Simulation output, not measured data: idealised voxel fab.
Proc. module: voxel transistor to metal
Cross-section cut spans 205 nm and uses square cells 5 nm in size.
Throughout this document, each cross-section is represented as a grid of square cells and is presented as a sequence of bands enumerated from the top downward, where a band comprises one or more rows of cells.
Basically the band line says how high the top is and how high the bottom is, in nm, and then what's in it from left to right, every material with its width in nm. Empty space shows up as "air", and if a single material carries "throughout" it runs the full band edge to edge.
Note: height 0 marks the level under which the wafer is uniformly one material as received. Lowest band unbounded below, written "0 nm and below".
Graded width ("30..40"): value in top row of band = first number; value in bottom row = second number; row-to-row change constant.
Step marked "stayed the same"? Then no cell in the cross-section changed in it.
Closed empty spaces (no open way to the top) of 8 cells or more are what "Closed cavity list" lists, each as width x height at distance from the left edge, nm for all three.
That trailing text on a step's line, after the settings, is the simulator's own remark on the step.
The "overlay nm" setting may appear on a step's line; for a step that uses a mask, it gives how far to the right of its planned position the mask lay, and a negative value indicates the left.

## The planned process steps are enumerated hereunder
1 RECEIVE, material Si
2 CONFORMAL_DEP, material SiO2, thk nm 5
3 CONFORMAL_DEP, material SiN, thk nm 15
4 PATTERN, tone cover, mask id ACTIVE, material resist, width nm 105, thk nm 20, overlay nm 0
5 DIRECTIONAL_ETCH, etch materials SiN, depth nm 15
6 DIRECTIONAL_ETCH, etch materials SiO2, depth nm 5
7 DIRECTIONAL_ETCH, etch materials Si, depth nm 20
8 STRIP, etch materials resist
9 FILL_DEP, material SiO2, thk nm 15
10 CMP, height nm 20
11 SELECTIVE_ETCH, etch materials SiO2, depth nm 10
12 STRIP, etch materials SiN
13 SELECTIVE_ETCH, etch materials SiO2, depth nm 5
14 OXIDIZE, depth nm 5
15 DIRECTIONAL_DEP, material polySi, thk nm 20
16 DIRECTIONAL_DEP, material SiCN, thk nm 15
17 PATTERN, tone cover, mask id GATE, material resist, width nm 25, thk nm 20, overlay nm 0
18 DIRECTIONAL_ETCH, etch materials SiCN, depth nm 25
19 DIRECTIONAL_ETCH, etch materials polySi, depth nm 30
20 STRIP, etch materials resist
21 CONFORMAL_DEP, material SiN, thk nm 10
22 DIRECTIONAL_ETCH, etch materials SiN, depth nm 10
23 DIRECTIONAL_ETCH, etch materials SiO2, depth nm 5
24 DIRECTIONAL_ETCH, etch materials Si, depth nm 15
25 EPI, material SiGe, thk nm 15
26 FILL_DEP, material SiO2, thk nm 5
27 CMP, height nm 35
28 DIRECTIONAL_DEP, material SiO2, thk nm 15
29 MASKED_ETCH, tone open, mask id CONTACT, width nm 15, pitch nm 80, etch materials SiO2, depth nm 40, overlay nm 0
30 CONFORMAL_DEP, material TiN, thk nm 5
31 FILL_DEP, material Ru, thk nm 5
32 CMP, height nm 50
33 CONFORMAL_DEP, material SiN, thk nm 5
34 DIRECTIONAL_DEP, material lowk, thk nm 15
35 DIRECTIONAL_DEP, material aC, thk nm 10
36 PATTERN, tone open, mask id METAL_1, material resist, width nm 15, pitch nm 80, thk nm 30, overlay nm 0
37 DIRECTIONAL_ETCH, etch materials aC, depth nm 10
38 STRIP, etch materials resist
39 DIRECTIONAL_ETCH, etch materials lowk, depth nm 15
40 DIRECTIONAL_ETCH, etch materials SiN, depth nm 5
41 STRIP, etch materials aC
42 CONFORMAL_DEP, material TiN, thk nm 5
43 FILL_DEP, material Cu, thk nm 10
44 CMP, height nm 70
45 CONFORMAL_DEP, material SiCN, thk nm 5
46 DIRECTIONAL_DEP, material lowk, thk nm 30
47 DIRECTIONAL_DEP, material aC, thk nm 15
48 PATTERN, tone open, mask id METAL_2, material resist, width nm 15, pitch nm 80, thk nm 30, overlay nm 0
49 DIRECTIONAL_ETCH, etch materials aC, depth nm 15
50 STRIP, etch materials resist
51 DIRECTIONAL_ETCH, etch materials lowk, depth nm 20
52 STRIP, etch materials aC
53 MASKED_ETCH, tone open, mask id METAL_2_HOLES, width nm 15, pitch nm 80, etch materials lowk, depth nm 10, overlay nm 0
54 MASKED_ETCH, tone open, mask id METAL_2_HOLES, width nm 15, pitch nm 80, etch materials SiCN, depth nm 5, overlay nm 0
55 CONFORMAL_DEP, material TiN, thk nm 5
56 FILL_DEP, material Cu, thk nm 10
57 CMP, height nm 105
58 CONFORMAL_DEP, material SiN, thk nm 5

## Wafer cross-section on receipt, i.e. after step 1
    0 nm and below = Si throughout
    Closed cavity list: none

## first wafer at the end, as planned
    110 nm to 105 nm = SiN throughout
    105 nm to 75 nm = 55 nm lowk; 5 nm TiN; 5 nm Cu; 5 nm TiN; 65 nm lowk; 5 nm TiN; 5 nm Cu; 5 nm TiN; 55 nm lowk
    75 nm to 70 nm = 55 nm SiCN; 15 nm TiN; 65 nm SiCN; 15 nm TiN; 55 nm SiCN
    70 nm to 55 nm = 55 nm lowk; 5 nm TiN; 5 nm Cu; 5 nm TiN; 65 nm lowk; 5 nm TiN; 5 nm Cu; 5 nm TiN; 55 nm lowk
    55 nm to 50 nm = 55 nm SiN; 15 nm TiN; 65 nm SiN; 15 nm TiN; 55 nm SiN
    50 nm to 35 nm = 55 nm SiO2; 5 nm TiN; 5 nm Ru; 5 nm TiN; 65 nm SiO2; 5 nm TiN; 5 nm Ru; 5 nm TiN; 55 nm SiO2
    35 nm to 20 nm = 55 nm SiO2; 5 nm TiN; 5 nm Ru; 5 nm TiN; 10 nm SiO2; 10 nm SiN; 25 nm SiCN; 10 nm SiN; 10 nm SiO2; 5 nm TiN; 5 nm Ru; 5 nm TiN; 55 nm SiO2
    20 nm to 15 nm = 55 nm SiO2; 5 nm TiN; 5 nm Ru; 5 nm TiN; 10 nm SiO2; 10 nm SiN; 25 nm polySi; 10 nm SiN; 10 nm SiO2; 5 nm TiN; 5 nm Ru; 5 nm TiN; 55 nm SiO2
    15 nm to 10 nm = 55 nm SiO2; 15 nm TiN; 10 nm SiO2; 10 nm SiN; 25 nm polySi; 10 nm SiN; 10 nm SiO2; 15 nm TiN; 55 nm SiO2
    10 nm to 5 nm = 50 nm SiO2; 30 nm SiGe; 10 nm SiN; 25 nm polySi; 10 nm SiN; 30 nm SiGe; 50 nm SiO2
    5 nm to 0 nm = 45 nm SiO2; 10 nm SiN; 25 nm SiGe; 10 nm SiN; 25 nm polySi; 10 nm SiN; 25 nm SiGe; 10 nm SiN; 45 nm SiO2
    0 nm to -5 nm = 55 nm SiO2; 25 nm SiGe; 45 nm SiO2; 25 nm SiGe; 55 nm SiO2
    -5 nm to -20 nm = 50 nm SiO2; 5 nm Si; 25 nm SiGe; 45 nm Si; 25 nm SiGe; 5 nm Si; 50 nm SiO2
    -20 nm and below = Si throughout
    Closed cavity list: none

## Cross-section of the latter of the two wafers at module completion. It had an identical start and an identical plan to the former; in running it, one mistake was made
    110 nm to 105 nm = SiN throughout
    105 nm to 75 nm = 55 nm lowk; 5 nm TiN; 5 nm Cu; 5 nm TiN; 65 nm lowk; 5 nm TiN; 5 nm Cu; 5 nm TiN; 55 nm lowk
    75 nm to 70 nm = 55 nm SiCN; 15 nm TiN; 65 nm SiCN; 15 nm TiN; 55 nm SiCN
    70 nm to 55 nm = 55 nm lowk; 5 nm TiN; 5 nm Cu; 5 nm TiN; 65 nm lowk; 5 nm TiN; 5 nm Cu; 5 nm TiN; 55 nm lowk
    55 nm to 50 nm = 55 nm SiN; 15 nm TiN; 65 nm SiN; 15 nm TiN; 55 nm SiN
    50 nm to 35 nm = 55 nm SiO2; 5 nm TiN; 5 nm Ru; 5 nm TiN; 65 nm SiO2; 5 nm TiN; 5 nm Ru; 5 nm TiN; 55 nm SiO2
    35 nm to 20 nm = 55 nm SiO2; 5 nm TiN; 5 nm Ru; 5 nm TiN; 10 nm SiO2; 10 nm SiN; 25 nm SiCN; 10 nm SiN; 10 nm SiO2; 5 nm TiN; 5 nm Ru; 5 nm TiN; 55 nm SiO2
    20 nm to 15 nm = 55 nm SiO2; 5 nm TiN; 5 nm Ru; 5 nm TiN; 10 nm SiO2; 10 nm SiN; 25 nm polySi; 10 nm SiN; 10 nm SiO2; 5 nm TiN; 5 nm Ru; 5 nm TiN; 55 nm SiO2
    15 nm to 10 nm = 55 nm SiO2; 15 nm TiN; 10 nm SiO2; 10 nm SiN; 25 nm polySi; 10 nm SiN; 10 nm SiO2; 15 nm TiN; 55 nm SiO2
    10 nm to 5 nm = 65 nm SiO2; 15 nm SiGe; 10 nm SiN; 25 nm polySi; 10 nm SiN; 15 nm SiGe; 65 nm SiO2
    5 nm to 0 nm = 35 nm SiO2; 10 nm SiN; 20 nm SiO2; 15 nm SiGe; 10 nm SiN; 25 nm polySi; 10 nm SiN; 15 nm SiGe; 20 nm SiO2; 10 nm SiN; 35 nm SiO2
    0 nm to -5 nm = 35 nm SiO2; 15 nm SiN; 30 nm SiGe; 45 nm SiO2; 30 nm SiGe; 15 nm SiN; 35 nm SiO2
    -5 nm to -10 nm = 35 nm SiO2; 15 nm SiN; 5 nm SiO2; 25 nm SiGe; 45 nm Si; 25 nm SiGe; 5 nm SiO2; 15 nm SiN; 35 nm SiO2
    -10 nm to -15 nm = 55 nm SiO2; 25 nm SiGe; 45 nm Si; 25 nm SiGe; 55 nm SiO2
    -15 nm to -20 nm = 50 nm SiO2; 5 nm Si; 25 nm SiGe; 45 nm Si; 25 nm SiGe; 5 nm Si; 50 nm SiO2
    -20 nm and below = Si throughout
    Closed cavity list: none
The mistake made against the process plan was this: a sequencing error occurred in which plan steps 11 and 12 were transposed
End of process, cell counts, second wafer against first, materials with more or fewer: Si -4; SiGe -8; SiN +12
